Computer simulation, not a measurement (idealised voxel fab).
Process module, titled voxel self aligned contacts
Shown is cross-section cut, with a width of 200 nm and square cells of size 5 nm.
We lay out every cross-section as a grid of square cells and spell it out in bands from the top down, where one band means one or more rows of cells. What a band's entry tells you: where the top is and where the bottom is, as heights in nm, and after that what lies inside, material by material from left to right, each with its width in nm. Empty space is written as the word "air", and a single material marked with the word "throughout" occupies the band from edge to edge. Where do heights start? At 0: under that level the wafer as delivered is made of one material only. And the lowest band has no floor; it just carries on downward, as in "top 0, no bottom". A width such as "30 to 40" changes by the same amount from each row of cells to the next, from the band's top row to its bottom row. "no modification", as given for a step, is the statement that not any cell of the cross-section underwent a change during that step. "Closed voids list": sealed empty spaces, 8 cells or more, no open way to top, listed width x height at distance, with distance from the left edge and width, height and distance in nm. Post-settings text on a step line: simulator's own remark regarding the step. "overlay nm" on a masked step: distance the mask lay right of its planned place, negative for left.
List of planned process steps:
1) RECEIVE,material Si
2) OXIDIZE,depth nm 5
3) DIRECTIONAL_DEP,material polySi,thk nm 25
4) DIRECTIONAL_DEP,material SiN,thk nm 20
5) DIRECTIONAL_DEP,material aC,thk nm 10
6) PATTERN,tone cover,mask id GATE,material resist,width nm 30,pitch nm 65,thk nm 30,overlay nm 0
7) DIRECTIONAL_ETCH,etch materials aC,depth nm 10
8) STRIP,etch materials resist
9) DIRECTIONAL_ETCH,etch materials SiN,depth nm 20
10) DIRECTIONAL_ETCH,etch materials polySi,depth nm 25
11) STRIP,etch materials aC
12) CONFORMAL_DEP,material SiN,thk nm 10
13) DIRECTIONAL_ETCH,etch materials SiN,depth nm 10
14) FILL_DEP,material SiO2,thk nm 15
15) CMP,height nm 55
16) DIRECTIONAL_DEP,material aC,thk nm 15
17) PATTERN,tone open,mask id CONTACT,material resist,width nm 45,thk nm 30,overlay nm 0
18) DIRECTIONAL_ETCH,etch materials aC,depth nm 15
19) STRIP,etch materials resist
20) DIRECTIONAL_ETCH,etch materials SiO2,depth nm 60
21) STRIP,etch materials aC
22) CONFORMAL_DEP,material TiN,thk nm 5
23) FILL_DEP,material Ru,thk nm 5
24) CMP,height nm 55
25) CONFORMAL_DEP,material SiCN,thk nm 5
Incoming wafer, cross-sectional view, post step 1:
> top 0, no bottom  Si throughout
> Closed voids list: none
The following cross-section depicts the wafer upon conclusion of the module. Processing commenced from the starting condition illustrated above and adhered to the plan illustrated above, save for one mistake in execution:
> top 60, bottom 55  SiCN throughout
> top 55, bottom 45  SiO2: 65 | TiN: 5 to 30 | Ru: 35 to 5 | TiN: 5 to 10 | SiO2: 90
> top 45, bottom 25  SiO2: 40 | SiN: 50 | TiN: 5 | Ru: 5 | TiN: 5 | SiN: 50 | SiO2: 45
> top 25, bottom 0  SiO2: 40 | SiN: 10 | polySi: 30 | SiN: 10 | TiN: 5 | Ru: 5 | TiN: 5 | SiN: 10 | polySi: 30 | SiN: 10 | SiO2: 45
> top 0, bottom -5  SiO2: 90 | TiN: 15 | SiO2: 95
> top -5, no bottom  Si throughout
> Closed voids list: none
Finding, execution versus plan: in deviation from the planned setting, step 17 was conducted as PATTERN,tone open,mask id CONTACT,material resist,width nm 45,thk nm 30,overlay nm -10
